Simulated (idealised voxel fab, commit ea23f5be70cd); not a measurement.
Title: Process Module voxel wiring stack
Xsec cut, 280 nm wide, square cell size 5 nm.
Reading order for cross-sections: top band down to bottom band. Underlying form: a grid of square cells. Band size: one or more rows of cells. A band entry consists of two parts. The first gives the height of the band's top and the height of its bottom, in nm. The rest lists the band's materials from left to right, each with its width in nm. A single material labelled with the word "throughout" fills the band from edge to edge, and the word "air" marks empty space. Heights are expressed relative to 0, this being the level below which the as-received wafer comprises one material exclusively. The lowest band is unbounded in the downward direction and is denoted as in "z 0 and below". With a width like "30..40", each row of cells in the band differs from the next by the same amount, the top row carrying the first number and the bottom row the second. A step reported as "changes: none" is a step in which no cell of the cross-section changed. The list in "Enclosed void listing" covers empty spaces of 8 cells or more that cannot reach the top through any open way, and it gives each as width x height at distance; the distance is from the left edge, and width, height and distance are in nm. Where a step's line continues beyond its settings, the continuation is a remark by the simulator itself on that step. If you see "overlay nm" on a step's line and that step has a mask, it's telling you how far right of where it was planned the mask ended up; a negative number means it went left instead. The remainder of this document consists of a sequence of paired cross-sections. Each pair presents the cross-section prior to one process step together with the cross-section following it, the latter being rendered only as deep as the lowest band that underwent change. The intervening step, together with its settings, is stated beneath each pair. Because the pairs may originate from different runs of this module on the same starting wafer, a given pair is to be read as continuing from the preceding pair only where its entry headed "Ex-ante state" so indicates.

## Ex-ante state
    z 145 to 125  resist 80, then air 20, then resist 30, then air 20, then resist 30, then air 20, then resist 80
    z 125 to 110  lowk 80, then air 20, then lowk 30, then air 20, then lowk 30, then air 20, then lowk 80
    z 110 to 100  lowk 80, then air 15, then lowk 85, then air 15, then lowk 85
    z 100 to 95  SiCN 80, then air 15, then SiCN 85, then air 15, then SiCN 85
    z 95 to 75  lowk 75, then SiN 5, then Ru 20, then SiN 5, then lowk 20, then SiN 5, then Ru 20, then SiN 5, then lowk 20, then SiN 5, then Ru 20, then SiN 5, then lowk 75
    z 75 to 70  SiN 80, then TiN 20, then SiN 30, then TiN 20, then SiN 30, then TiN 20, then SiN 80
    z 70 to 50  lowk 80, then TiN 5, then W 5, then TiN 5, then lowk 85, then TiN 5, then W 5, then TiN 5, then lowk 85
    z 50 to 45  SiCN 80, then TiN 15, then SiCN 85, then TiN 15, then SiCN 85
    z 45 to 40  SiO2 75, then SiCN 30, then SiO2 20, then SiCN 30, then SiO2 20, then SiCN 30, then SiO2 75
    z 40 to 20  SiO2 75, then SiCN 5, then Ru 20, then SiCN 5, then SiO2 20, then SiCN 5, then Ru 20, then SiCN 5, then SiO2 20, then SiCN 5, then Ru 20, then SiCN 5, then SiO2 75
    z 20 to 15  SiCN 80, then Ru 20, then SiCN 30, then Ru 20, then SiCN 30, then Ru 20, then SiCN 80
    z 15 to 0  SiO2 throughout
    z 0 and below  Si throughout
    Enclosed void listing: none

## After the Step
    z 125 to 110  lowk 80, then air 20, then lowk 30, then air 20, then lowk 30, then air 20, then lowk 80
    Everything below 110 is unchanged.
    Enclosed void listing: none
Can you say which step sits between the two cross-sections above? op STRIP | etch materials resist

Ex-ante state: The initial state for this step is given by the after cross-section of the immediately preceding pair.

## After the Step
    z 130 to 125  TiN 85, then air 10, then TiN 40, then air 10, then TiN 40, then air 10, then TiN 85
    z 125 to 115  lowk 80, then TiN 5, then air 10, then TiN 5, then lowk 30, then TiN 5, then air 10, then TiN 5, then lowk 30, then TiN 5, then air 10, then TiN 5, then lowk 80
    z 115 to 110  lowk 80, then TiN 5, then air 5, then TiN 10, then lowk 30, then TiN 20, then lowk 30, then TiN 5, then air 5, then TiN 10, then lowk 80
    z 110 to 100  lowk 80, then TiN 5, then air 5, then TiN 5, then lowk 85, then TiN 5, then air 5, then TiN 5, then lowk 85
    z 100 to 95  SiCN 80, then TiN 15, then SiCN 85, then TiN 15, then SiCN 85
    Everything below 95 is unchanged.
    Enclosed void listing: none
Can you say which step sits between the two cross-sections above? op CONFORMAL_DEP | material TiN | thk nm 5

Ex-ante state: The initial state for this step is given by the after cross-section of the immediately preceding pair.

## After the Step
    z 135 to 130  Cu throughout
    z 130 to 125  TiN 85, then Cu 10, then TiN 40, then Cu 10, then TiN 40, then Cu 10, then TiN 85
    z 125 to 115  lowk 80, then TiN 5, then Cu 10, then TiN 5, then lowk 30, then TiN 5, then Cu 10, then TiN 5, then lowk 30, then TiN 5, then Cu 10, then TiN 5, then lowk 80
    z 115 to 110  lowk 80, then TiN 5, then Cu 5, then TiN 10, then lowk 30, then TiN 20, then lowk 30, then TiN 5, then Cu 5, then TiN 10, then lowk 80
    z 110 to 100  lowk 80, then TiN 5, then Cu 5, then TiN 5, then lowk 85, then TiN 5, then Cu 5, then TiN 5, then lowk 85
    Everything below 100 is unchanged.
    Enclosed void listing: none
Can you say which step sits between the two cross-sections above? op FILL_DEP | material Cu | thk nm 5

Ex-ante state: The initial state for this step is given by the after cross-section of the immediately preceding pair.

## After the Step
    z 125 to 115  lowk 80, then TiN 5, then Cu 10, then TiN 5, then lowk 30, then TiN 5, then Cu 10, then TiN 5, then lowk 30, then TiN 5, then Cu 10, then TiN 5, then lowk 80
    Everything below 115 is unchanged.
    Enclosed void listing: none
Can you say which step sits between the two cross-sections above? op CMP | height nm 125

Ex-ante state: The initial state for this step is given by the after cross-section of the immediately preceding pair.

## After the Step
    z 130 to 125  SiN throughout
    Everything below 125 is unchanged.
    Enclosed void listing: none
Can you say which step sits between the two cross-sections above? op CONFORMAL_DEP | material SiN | thk nm 5

## Ex-ante state
    z 15 to 0  SiO2 throughout
    z 0 and below  Si throughout
    Enclosed void listing: none

## After the Step
    z 30 to 0  SiO2 throughout
    Everything below 0 is unchanged.
    Enclosed void listing: none
Can you say which step sits between the two cross-sections above? op CONFORMAL_DEP | material SiO2 | thk nm 15

Ex-ante state: The initial state for this step is given by the after cross-section of the immediately preceding pair.

## After the Step
    z 35 to 30  TiN throughout
    Everything below 30 is unchanged.
    Enclosed void listing: none
Can you say which step sits between the two cross-sections above? op DIRECTIONAL_DEP | material TiN | thk nm 5

Ex-ante state: The initial state for this step is given by the after cross-section of the immediately preceding pair.

## After the Step
    z 60 to 35  Ru throughout
    Everything below 35 is unchanged.
    Enclosed void listing: none
Can you say which step sits between the two cross-sections above? op DIRECTIONAL_DEP | material Ru | thk nm 25

Ex-ante state: The initial state for this step is given by the after cross-section of the immediately preceding pair.

## After the Step
    z 60 to 35  air 80, then Ru 20, then air 30, then Ru 20, then air 30, then Ru 20, then air 80
    Everything below 35 is unchanged.
    Enclosed void listing: none
Can you say which step sits between the two cross-sections above? op MASKED_ETCH | tone cover | mask id METAL_1 | width nm 20 | pitch nm 50 | etch materials Ru | depth nm 25 | overlay nm 0

Ex-ante state: The initial state for this step is given by the after cross-section of the immediately preceding pair.

## After the Step
    z 60 to 35  air 80, then Ru 20, then air 30, then Ru 20, then air 30, then Ru 20, then air 80
    z 35 to 30  air 80, then TiN 20, then air 30, then TiN 20, then air 30, then TiN 20, then air 80
    Everything below 30 is unchanged.
    Enclosed void listing: none
Can you say which step sits between the two cross-sections above? op MASKED_ETCH | tone cover | mask id METAL_1 | width nm 20 | pitch nm 50 | etch materials TiN | depth nm 5 | overlay nm 0

Ex-ante state: The initial state for this step is given by the after cross-section of the immediately preceding pair.

## After the Step
    z 65 to 60  air 75, then SiCN 30, then air 20, then SiCN 30, then air 20, then SiCN 30, then air 75
    z 60 to 35  air 75, then SiCN 5, then Ru 20, then SiCN 5, then air 20, then SiCN 5, then Ru 20, then SiCN 5, then air 20, then SiCN 5, then Ru 20, then SiCN 5, then air 75
    z 35 to 30  SiCN 80, then TiN 20, then SiCN 30, then TiN 20, then SiCN 30, then TiN 20, then SiCN 80
    Everything below 30 is unchanged.
    Enclosed void listing: none
Can you say which step sits between the two cross-sections above? op CONFORMAL_DEP | material SiCN | thk nm 5

Ex-ante state: The initial state for this step is given by the after cross-section of the immediately preceding pair.

## After the Step
    z 70 to 65  SiO2 throughout
    z 65 to 60  SiO2 75, then SiCN 30, then SiO2 20, then SiCN 30, then SiO2 20, then SiCN 30, then SiO2 75
    z 60 to 35  SiO2 75, then SiCN 5, then Ru 20, then SiCN 5, then SiO2 20, then SiCN 5, then Ru 20, then SiCN 5, then SiO2 20, then SiCN 5, then Ru 20, then SiCN 5, then SiO2 75
    Everything below 35 is unchanged.
    Enclosed void listing: none
Can you say which step sits between the two cross-sections above? op FILL_DEP | material SiO2 | thk nm 5

Ex-ante state: The initial state for this step is given by the after cross-section of the immediately preceding pair.

## After the Step
    z 45 to 35  SiO2 75, then SiCN 5, then Ru 20, then SiCN 5, then SiO2 20, then SiCN 5, then Ru 20, then SiCN 5, then SiO2 20, then SiCN 5, then Ru 20, then SiCN 5, then SiO2 75
    Everything below 35 is unchanged.
    Enclosed void listing: none
Can you say which step sits between the two cross-sections above? op CMP | height nm 45

Ex-ante state: The initial state for this step is given by the after cross-section of the immediately preceding pair.

## After the Step
    z 50 to 45  SiCN throughout
    Everything below 45 is unchanged.
    Enclosed void listing: none
Can you say which step sits between the two cross-sections above? op CONFORMAL_DEP | material SiCN | thk nm 5

Ex-ante state: The initial state for this step is given by the after cross-section of the immediately preceding pair.

## After the Step
    z 70 to 50  lowk throughout
    Everything below 50 is unchanged.
    Enclosed void listing: none
Can you say which step sits between the two cross-sections above? op DIRECTIONAL_DEP | material lowk | thk nm 20

Ex-ante state: The initial state for this step is given by the after cross-section of the immediately preceding pair.

## After the Step
    z 85 to 70  resist 80, then air 15, then resist 85, then air 15, then resist 85
    Everything below 70 is unchanged.
    Enclosed void listing: none
Can you say which step sits between the two cross-sections above? op PATTERN | tone open | mask id PLUG_1 | material resist | width nm 15 | pitch nm 100 | thk nm 15 | overlay nm 0

Ex-ante state: The initial state for this step is given by the after cross-section of the immediately preceding pair.

## After the Step
    z 85 to 70  resist 80, then air 15, then resist 85, then air 15, then resist 85
    z 70 to 50  lowk 80, then air 15, then lowk 85, then air 15, then lowk 85
    Everything below 50 is unchanged.
    Enclosed void listing: none
Can you say which step sits between the two cross-sections above? op DIRECTIONAL_ETCH | etch materials lowk | depth nm 20

Ex-ante state: The initial state for this step is given by the after cross-section of the immediately preceding pair.

## After the Step
    z 85 to 70  resist 80, then air 15, then resist 85, then air 15, then resist 85
    z 70 to 50  lowk 80, then air 15, then lowk 85, then air 15, then lowk 85
    z 50 to 45  SiCN 80, then air 15, then SiCN 85, then air 15, then SiCN 85
    Everything below 45 is unchanged.
    Enclosed void listing: none
Can you say which step sits between the two cross-sections above? op DIRECTIONAL_ETCH | etch materials SiCN | depth nm 5

Ex-ante state: The initial state for this step is given by the after cross-section of the immediately preceding pair.

## After the Step
    z 70 to 50  lowk 80, then air 15, then lowk 85, then air 15, then lowk 85
    Everything below 50 is unchanged.
    Enclosed void listing: none
Can you say which step sits between the two cross-sections above? op STRIP | etch materials resist

Ex-ante state: The initial state for this step is given by the after cross-section of the immediately preceding pair.

## After the Step
    z 75 to 70  TiN 85, then air 5, then TiN 95, then air 5, then TiN 90
    z 70 to 50  lowk 80, then TiN 5, then air 5, then TiN 5, then lowk 85, then TiN 5, then air 5, then TiN 5, then lowk 85
    z 50 to 45  SiCN 80, then TiN 15, then SiCN 85, then TiN 15, then SiCN 85
    Everything below 45 is unchanged.
    Enclosed void listing: none
Can you say which step sits between the two cross-sections above? op CONFORMAL_DEP | material TiN | thk nm 5

Ex-ante state: The initial state for this step is given by the after cross-section of the immediately preceding pair.

## After the Step
    z 80 to 75  W throughout
    z 75 to 70  TiN 85, then W 5, then TiN 95, then W 5, then TiN 90
    z 70 to 50  lowk 80, then TiN 5, then W 5, then TiN 5, then lowk 85, then TiN 5, then W 5, then TiN 5, then lowk 85
    Everything below 50 is unchanged.
    Enclosed void listing: none
Can you say which step sits between the two cross-sections above? op FILL_DEP | material W | thk nm 5

Ex-ante state: The initial state for this step is given by the after cross-section of the immediately preceding pair.

## After the Step
    z 70 to 50  lowk 80, then TiN 5, then W 5, then TiN 5, then lowk 85, then TiN 5, then W 5, then TiN 5, then lowk 85
    Everything below 50 is unchanged.
    Enclosed void listing: none
Can you say which step sits between the two cross-sections above? op CMP | height nm 70

Ex-ante state: The initial state for this step is given by the after cross-section of the immediately preceding pair.

## After the Step
    z 75 to 70  TiN throughout
    Everything below 70 is unchanged.
    Enclosed void listing: none
Can you say which step sits between the two cross-sections above? op DIRECTIONAL_DEP | material TiN | thk nm 5

Ex-ante state: The initial state for this step is given by the after cross-section of the immediately preceding pair.

## After the Step
    z 95 to 75  Ru throughout
    Everything below 75 is unchanged.
    Enclosed void listing: none
Can you say which step sits between the two cross-sections above? op DIRECTIONAL_DEP | material Ru | thk nm 20

Ex-ante state: The initial state for this step is given by the after cross-section of the immediately preceding pair.

## After the Step
    z 105 to 95  aC throughout
    Everything below 95 is unchanged.
    Enclosed void listing: none
Can you say which step sits between the two cross-sections above? op DIRECTIONAL_DEP | material aC | thk nm 10

Ex-ante state: The initial state for this step is given by the after cross-section of the immediately preceding pair.

## After the Step
    z 135 to 105  air 80, then resist 20, then air 30, then resist 20, then air 30, then resist 20, then air 80
    Everything below 105 is unchanged.
    Enclosed void listing: none
Can you say which step sits between the two cross-sections above? op PATTERN | tone cover | mask id METAL_2 | material resist | width nm 20 | pitch nm 50 | thk nm 30 | overlay nm 0

Ex-ante state: The initial state for this step is given by the after cross-section of the immediately preceding pair.

## After the Step
    z 125 to 105  air 80, then resist 20, then air 30, then resist 20, then air 30, then resist 20, then air 80
    z 105 to 95  air 80, then aC 20, then air 30, then aC 20, then air 30, then aC 20, then air 80
    Everything below 95 is unchanged.
    Enclosed void listing: none
Can you say which step sits between the two cross-sections above? op DIRECTIONAL_ETCH | etch materials aC | depth nm 10

Ex-ante state: The initial state for this step is given by the after cross-section of the immediately preceding pair.

## After the Step
    z 105 to 95  air 80, then aC 20, then air 30, then aC 20, then air 30, then aC 20, then air 80
    Everything below 95 is unchanged.
    Enclosed void listing: none
Can you say which step sits between the two cross-sections above? op STRIP | etch materials resist

Ex-ante state: The initial state for this step is given by the after cross-section of the immediately preceding pair.

## After the Step
    z 105 to 95  air 80, then aC 20, then air 30, then aC 20, then air 30, then aC 20, then air 80
    z 95 to 75  air 80, then Ru 20, then air 30, then Ru 20, then air 30, then Ru 20, then air 80
    Everything below 75 is unchanged.
    Enclosed void listing: none
Can you say which step sits between the two cross-sections above? op DIRECTIONAL_ETCH | etch materials Ru | depth nm 20

Ex-ante state: The initial state for this step is given by the after cross-section of the immediately preceding pair.

## After the Step
    z 105 to 95  air 80, then aC 20, then air 30, then aC 20, then air 30, then aC 20, then air 80
    z 95 to 75  air 80, then Ru 20, then air 30, then Ru 20, then air 30, then Ru 20, then air 80
    z 75 to 70  air 80, then TiN 20, then air 30, then TiN 20, then air 30, then TiN 20, then air 80
    Everything below 70 is unchanged.
    Enclosed void listing: none
Can you say which step sits between the two cross-sections above? op DIRECTIONAL_ETCH | etch materials TiN | depth nm 5

Ex-ante state: The initial state for this step is given by the after cross-section of the immediately preceding pair.

## After the Step
    z 95 to 75  air 80, then Ru 20, then air 30, then Ru 20, then air 30, then Ru 20, then air 80
    Everything below 75 is unchanged.
    Enclosed void listing: none
Can you say which step sits between the two cross-sections above? op STRIP | etch materials aC

Ex-ante state: The initial state for this step is given by the after cross-section of the immediately preceding pair.

## After the Step
    z 100 to 95  air 75, then SiN 30, then air 20, then SiN 30, then air 20, then SiN 30, then air 75
    z 95 to 75  air 75, then SiN 5, then Ru 20, then SiN 5, then air 20, then SiN 5, then Ru 20, then SiN 5, then air 20, then SiN 5, then Ru 20, then SiN 5, then air 75
    z 75 to 70  SiN 80, then TiN 20, then SiN 30, then TiN 20, then SiN 30, then TiN 20, then SiN 80
    Everything below 70 is unchanged.
    Enclosed void listing: none
Can you say which step sits between the two cross-sections above? op CONFORMAL_DEP | material SiN | thk nm 5

Ex-ante state: The initial state for this step is given by the after cross-section of the immediately preceding pair.

## After the Step
    z 105 to 100  lowk throughout
    z 100 to 95  lowk 75, then SiN 30, then lowk 20, then SiN 30, then lowk 20, then SiN 30, then lowk 75
    z 95 to 75  lowk 75, then SiN 5, then Ru 20, then SiN 5, then lowk 20, then SiN 5, then Ru 20, then SiN 5, then lowk 20, then SiN 5, then Ru 20, then SiN 5, then lowk 75
    Everything below 75 is unchanged.
    Enclosed void listing: none
Can you say which step sits between the two cross-sections above? op FILL_DEP | material lowk | thk nm 5

Ex-ante state: The initial state for this step is given by the after cross-section of the immediately preceding pair.

## After the Step
    z 95 to 75  lowk 75, then SiN 5, then Ru 20, then SiN 5, then lowk 20, then SiN 5, then Ru 20, then SiN 5, then lowk 20, then SiN 5, then Ru 20, then SiN 5, then lowk 75
    Everything below 75 is unchanged.
    Enclosed void listing: none
Can you say which step sits between the two cross-sections above? op CMP | height nm 95

Ex-ante state: The initial state for this step is given by the after cross-section of the immediately preceding pair.

## After the Step
    z 100 to 95  SiCN throughout
    Everything below 95 is unchanged.
    Enclosed void listing: none
Can you say which step sits between the two cross-sections above? op CONFORMAL_DEP | material SiCN | thk nm 5

Ex-ante state: The initial state for this step is given by the after cross-section of the immediately preceding pair.

## After the Step
    z 125 to 100  lowk throughout
    Everything below 100 is unchanged.
    Enclosed void listing: none
Can you say which step sits between the two cross-sections above? op DIRECTIONAL_DEP | material lowk | thk nm 25

Ex-ante state: The initial state for this step is given by the after cross-section of the immediately preceding pair.

## After the Step
    z 125 to 100  lowk 80, then air 15, then lowk 85, then air 15, then lowk 85
    Everything below 100 is unchanged.
    Enclosed void listing: none
Can you say which step sits between the two cross-sections above? op MASKED_ETCH | tone open | mask id METAL_3_HOLES | width nm 15 | pitch nm 100 | etch materials lowk | depth nm 25 | overlay nm 0

Ex-ante state: The initial state for this step is given by the after cross-section of the immediately preceding pair.

## After the Step
    z 145 to 125  resist 80, then air 20, then resist 30, then air 20, then resist 30, then air 20, then resist 80
    Everything below 125 is unchanged.
    Enclosed void listing: none
Can you say which step sits between the two cross-sections above? op PATTERN | tone open | mask id METAL_3 | material resist | width nm 20 | pitch nm 50 | thk nm 20 | overlay nm 0

Ex-ante state: The initial state for this step is given by the after cross-section of the immediately preceding pair.

## After the Step
    z 145 to 125  resist 80, then air 20, then resist 30, then air 20, then resist 30, then air 20, then resist 80
    z 125 to 110  lowk 80, then air 20, then lowk 30, then air 20, then lowk 30, then air 20, then lowk 80
    Everything below 110 is unchanged.
    Enclosed void listing: none
Can you say which step sits between the two cross-sections above? op DIRECTIONAL_ETCH | etch materials lowk | depth nm 15

Ex-ante state: The initial state for this step is given by the after cross-section of the immediately preceding pair.

## After the Step
    z 145 to 125  resist 80, then air 20, then resist 30, then air 20, then resist 30, then air 20, then resist 80
    z 125 to 110  lowk 80, then air 20, then lowk 30, then air 20, then lowk 30, then air 20, then lowk 80
    z 110 to 100  lowk 80, then air 15, then lowk 85, then air 15, then lowk 85
    z 100 to 95  SiCN 80, then air 15, then SiCN 85, then air 15, then SiCN 85
    Everything below 95 is unchanged.
    Enclosed void listing: none
Can you say which step sits between the two cross-sections above? op DIRECTIONAL_ETCH | etch materials SiCN | depth nm 5

Ex-ante state: The initial state for this step is given by the after cross-section of the immediately preceding pair.

## After the Step
    z 125 to 110  lowk 80, then air 20, then lowk 30, then air 20, then lowk 30, then air 20, then lowk 80
    Everything below 110 is unchanged.
    Enclosed void listing: none
Can you say which step sits between the two cross-sections above? op STRIP | etch materials resist

Ex-ante state: The initial state for this step is given by the after cross-section of the immediately preceding pair.

## After the Step
    z 130 to 125  TiN 85, then air 10, then TiN 40, then air 10, then TiN 40, then air 10, then TiN 85
    z 125 to 115  lowk 80, then TiN 5, then air 10, then TiN 5, then lowk 30, then TiN 5, then air 10, then TiN 5, then lowk 30, then TiN 5, then air 10, then TiN 5, then lowk 80
    z 115 to 110  lowk 80, then TiN 5, then air 5, then TiN 10, then lowk 30, then TiN 20, then lowk 30, then TiN 5, then air 5, then TiN 10, then lowk 80
    z 110 to 100  lowk 80, then TiN 5, then air 5, then TiN 5, then lowk 85, then TiN 5, then air 5, then TiN 5, then lowk 85
    z 100 to 95  SiCN 80, then TiN 15, then SiCN 85, then TiN 15, then SiCN 85
    Everything below 95 is unchanged.
    Enclosed void listing: none
Can you say which step sits between the two cross-sections above? op CONFORMAL_DEP | material TiN | thk nm 5

Ex-ante state: The initial state for this step is given by the after cross-section of the immediately preceding pair.

## After the Step
    z 135 to 130  Cu throughout
    z 130 to 125  TiN 85, then Cu 10, then TiN 40, then Cu 10, then TiN 40, then Cu 10, then TiN 85
    z 125 to 115  lowk 80, then TiN 5, then Cu 10, then TiN 5, then lowk 30, then TiN 5, then Cu 10, then TiN 5, then lowk 30, then TiN 5, then Cu 10, then TiN 5, then lowk 80
    z 115 to 110  lowk 80, then TiN 5, then Cu 5, then TiN 10, then lowk 30, then TiN 20, then lowk 30, then TiN 5, then Cu 5, then TiN 10, then lowk 80
    z 110 to 100  lowk 80, then TiN 5, then Cu 5, then TiN 5, then lowk 85, then TiN 5, then Cu 5, then TiN 5, then lowk 85
    Everything below 100 is unchanged.
    Enclosed void listing: none
Can you say which step sits between the two cross-sections above? op FILL_DEP | material Cu | thk nm 5

Ex-ante state: The initial state for this step is given by the after cross-section of the immediately preceding pair.

## After the Step
    z 125 to 115  lowk 80, then TiN 5, then Cu 10, then TiN 5, then lowk 30, then TiN 5, then Cu 10, then TiN 5, then lowk 30, then TiN 5, then Cu 10, then TiN 5, then lowk 80
    Everything below 115 is unchanged.
    Enclosed void listing: none
Can you say which step sits between the two cross-sections above? op CMP | height nm 125

Ex-ante state: The initial state for this step is given by the after cross-section of the immediately preceding pair.

## After the Step
    z 130 to 125  SiN throughout
    Everything below 125 is unchanged.
    Enclosed void listing: none
Can you say which step sits between the two cross-sections above? op CONFORMAL_DEP | material SiN | thk nm 5

## Ex-ante state
    z 0 and below  Si throughout
    Enclosed void listing: none

## After the Step
    z 5 to 0  TiN throughout
    Everything below 0 is unchanged.
    Enclosed void listing: none
Can you say which step sits between the two cross-sections above? op DIRECTIONAL_DEP | material TiN | thk nm 5

Ex-ante state: The initial state for this step is given by the after cross-section of the immediately preceding pair.

## After the Step
    z 20 to 5  SiO2 throughout
    Everything below 5 is unchanged.
    Enclosed void listing: none
Can you say which step sits between the two cross-sections above? op CONFORMAL_DEP | material SiO2 | thk nm 15

Ex-ante state: The initial state for this step is given by the after cross-section of the immediately preceding pair.

## After the Step
    z 45 to 20  Ru throughout
    Everything below 20 is unchanged.
    Enclosed void listing: none
Can you say which step sits between the two cross-sections above? op DIRECTIONAL_DEP | material Ru | thk nm 25

Ex-ante state: The initial state for this step is given by the after cross-section of the immediately preceding pair.

## After the Step
    z 45 to 20  air 80, then Ru 20, then air 30, then Ru 20, then air 30, then Ru 20, then air 80
    Everything below 20 is unchanged.
    Enclosed void listing: none
Can you say which step sits between the two cross-sections above? op MASKED_ETCH | tone cover | mask id METAL_1 | width nm 20 | pitch nm 50 | etch materials Ru | depth nm 25 | overlay nm 0

Ex-ante state: The initial state for this step is given by the after cross-section of the immediately preceding pair.

## After the Step
    z 50 to 45  air 75, then SiCN 30, then air 20, then SiCN 30, then air 20, then SiCN 30, then air 75
    z 45 to 25  air 75, then SiCN 5, then Ru 20, then SiCN 5, then air 20, then SiCN 5, then Ru 20, then SiCN 5, then air 20, then SiCN 5, then Ru 20, then SiCN 5, then air 75
    z 25 to 20  SiCN 80, then Ru 20, then SiCN 30, then Ru 20, then SiCN 30, then Ru 20, then SiCN 80
    Everything below 20 is unchanged.
    Enclosed void listing: none
Can you say which step sits between the two cross-sections above? op CONFORMAL_DEP | material SiCN | thk nm 5

Ex-ante state: The initial state for this step is given by the after cross-section of the immediately preceding pair.

## After the Step
    z 55 to 50  SiO2 throughout
    z 50 to 45  SiO2 75, then SiCN 30, then SiO2 20, then SiCN 30, then SiO2 20, then SiCN 30, then SiO2 75
    z 45 to 25  SiO2 75, then SiCN 5, then Ru 20, then SiCN 5, then SiO2 20, then SiCN 5, then Ru 20, then SiCN 5, then SiO2 20, then SiCN 5, then Ru 20, then SiCN 5, then SiO2 75
    Everything below 25 is unchanged.
    Enclosed void listing: none
Can you say which step sits between the two cross-sections above? op FILL_DEP | material SiO2 | thk nm 5

Ex-ante state: The initial state for this step is given by the after cross-section of the immediately preceding pair.

## After the Step
    z 45 to 25  SiO2 75, then SiCN 5, then Ru 20, then SiCN 5, then SiO2 20, then SiCN 5, then Ru 20, then SiCN 5, then SiO2 20, then SiCN 5, then Ru 20, then SiCN 5, then SiO2 75
    Everything below 25 is unchanged.
    Enclosed void listing: none
Can you say which step sits between the two cross-sections above? op CMP | height nm 45

Ex-ante state: The initial state for this step is given by the after cross-section of the immediately preceding pair.

## After the Step
    z 50 to 45  SiCN throughout
    Everything below 45 is unchanged.
    Enclosed void listing: none
Can you say which step sits between the two cross-sections above? op CONFORMAL_DEP | material SiCN | thk nm 5

Ex-ante state: The initial state for this step is given by the after cross-section of the immediately preceding pair.

## After the Step
    z 70 to 50  lowk throughout
    Everything below 50 is unchanged.
    Enclosed void listing: none
Can you say which step sits between the two cross-sections above? op DIRECTIONAL_DEP | material lowk | thk nm 20

Ex-ante state: The initial state for this step is given by the after cross-section of the immediately preceding pair.

## After the Step
    z 85 to 70  resist 80, then air 15, then resist 85, then air 15, then resist 85
    Everything below 70 is unchanged.
    Enclosed void listing: none
Can you say which step sits between the two cross-sections above? op PATTERN | tone open | mask id PLUG_1 | material resist | width nm 15 | pitch nm 100 | thk nm 15 | overlay nm 0

Ex-ante state: The initial state for this step is given by the after cross-section of the immediately preceding pair.

## After the Step
    z 85 to 70  resist 80, then air 15, then resist 85, then air 15, then resist 85
    z 70 to 50  lowk 80, then air 15, then lowk 85, then air 15, then lowk 85
    Everything below 50 is unchanged.
    Enclosed void listing: none
Can you say which step sits between the two cross-sections above? op DIRECTIONAL_ETCH | etch materials lowk | depth nm 20

Ex-ante state: The initial state for this step is given by the after cross-section of the immediately preceding pair.

## After the Step
    z 85 to 70  resist 80, then air 15, then resist 85, then air 15, then resist 85
    z 70 to 50  lowk 80, then air 15, then lowk 85, then air 15, then lowk 85
    z 50 to 45  SiCN 80, then air 15, then SiCN 85, then air 15, then SiCN 85
    Everything below 45 is unchanged.
    Enclosed void listing: none
Can you say which step sits between the two cross-sections above? op DIRECTIONAL_ETCH | etch materials SiCN | depth nm 5

Ex-ante state: The initial state for this step is given by the after cross-section of the immediately preceding pair.

## After the Step
    z 70 to 50  lowk 80, then air 15, then lowk 85, then air 15, then lowk 85
    Everything below 50 is unchanged.
    Enclosed void listing: none
Can you say which step sits between the two cross-sections above? op STRIP | etch materials resist

Ex-ante state: The initial state for this step is given by the after cross-section of the immediately preceding pair.

## After the Step
    z 75 to 70  TiN 85, then air 5, then TiN 95, then air 5, then TiN 90
    z 70 to 50  lowk 80, then TiN 5, then air 5, then TiN 5, then lowk 85, then TiN 5, then air 5, then TiN 5, then lowk 85
    z 50 to 45  SiCN 80, then TiN 15, then SiCN 85, then TiN 15, then SiCN 85
    Everything below 45 is unchanged.
    Enclosed void listing: none
Can you say which step sits between the two cross-sections above? op CONFORMAL_DEP | material TiN | thk nm 5

Ex-ante state: The initial state for this step is given by the after cross-section of the immediately preceding pair.

## After the Step
    z 80 to 75  W throughout
    z 75 to 70  TiN 85, then W 5, then TiN 95, then W 5, then TiN 90
    z 70 to 50  lowk 80, then TiN 5, then W 5, then TiN 5, then lowk 85, then TiN 5, then W 5, then TiN 5, then lowk 85
    Everything below 50 is unchanged.
    Enclosed void listing: none
Can you say which step sits between the two cross-sections above? op FILL_DEP | material W | thk nm 5

Ex-ante state: The initial state for this step is given by the after cross-section of the immediately preceding pair.

## After the Step
    z 70 to 50  lowk 80, then TiN 5, then W 5, then TiN 5, then lowk 85, then TiN 5, then W 5, then TiN 5, then lowk 85
    Everything below 50 is unchanged.
    Enclosed void listing: none
Can you say which step sits between the two cross-sections above? op CMP | height nm 70

Ex-ante state: The initial state for this step is given by the after cross-section of the immediately preceding pair.

## After the Step
    z 75 to 70  TiN throughout
    Everything below 70 is unchanged.
    Enclosed void listing: none
Can you say which step sits between the two cross-sections above? op DIRECTIONAL_DEP | material TiN | thk nm 5

Ex-ante state: The initial state for this step is given by the after cross-section of the immediately preceding pair.

## After the Step
    z 95 to 75  Ru throughout
    Everything below 75 is unchanged.
    Enclosed void listing: none
Can you say which step sits between the two cross-sections above? op DIRECTIONAL_DEP | material Ru | thk nm 20

Ex-ante state: The initial state for this step is given by the after cross-section of the immediately preceding pair.

## After the Step
    z 105 to 95  aC throughout
    Everything below 95 is unchanged.
    Enclosed void listing: none
Can you say which step sits between the two cross-sections above? op DIRECTIONAL_DEP | material aC | thk nm 10

Ex-ante state: The initial state for this step is given by the after cross-section of the immediately preceding pair.

## After the Step
    z 135 to 105  air 80, then resist 20, then air 30, then resist 20, then air 30, then resist 20, then air 80
    Everything below 105 is unchanged.
    Enclosed void listing: none
Can you say which step sits between the two cross-sections above? op PATTERN | tone cover | mask id METAL_2 | material resist | width nm 20 | pitch nm 50 | thk nm 30 | overlay nm 0

Ex-ante state: The initial state for this step is given by the after cross-section of the immediately preceding pair.

## After the Step
    z 125 to 105  air 80, then resist 20, then air 30, then resist 20, then air 30, then resist 20, then air 80
    z 105 to 95  air 80, then aC 20, then air 30, then aC 20, then air 30, then aC 20, then air 80
    Everything below 95 is unchanged.
    Enclosed void listing: none
Can you say which step sits between the two cross-sections above? op DIRECTIONAL_ETCH | etch materials aC | depth nm 10

Ex-ante state: The initial state for this step is given by the after cross-section of the immediately preceding pair.

## After the Step
    z 105 to 95  air 80, then aC 20, then air 30, then aC 20, then air 30, then aC 20, then air 80
    Everything below 95 is unchanged.
    Enclosed void listing: none
Can you say which step sits between the two cross-sections above? op STRIP | etch materials resist

Ex-ante state: The initial state for this step is given by the after cross-section of the immediately preceding pair.

## After the Step
    z 105 to 95  air 80, then aC 20, then air 30, then aC 20, then air 30, then aC 20, then air 80
    z 95 to 75  air 80, then Ru 20, then air 30, then Ru 20, then air 30, then Ru 20, then air 80
    Everything below 75 is unchanged.
    Enclosed void listing: none
Can you say which step sits between the two cross-sections above? op DIRECTIONAL_ETCH | etch materials Ru | depth nm 20
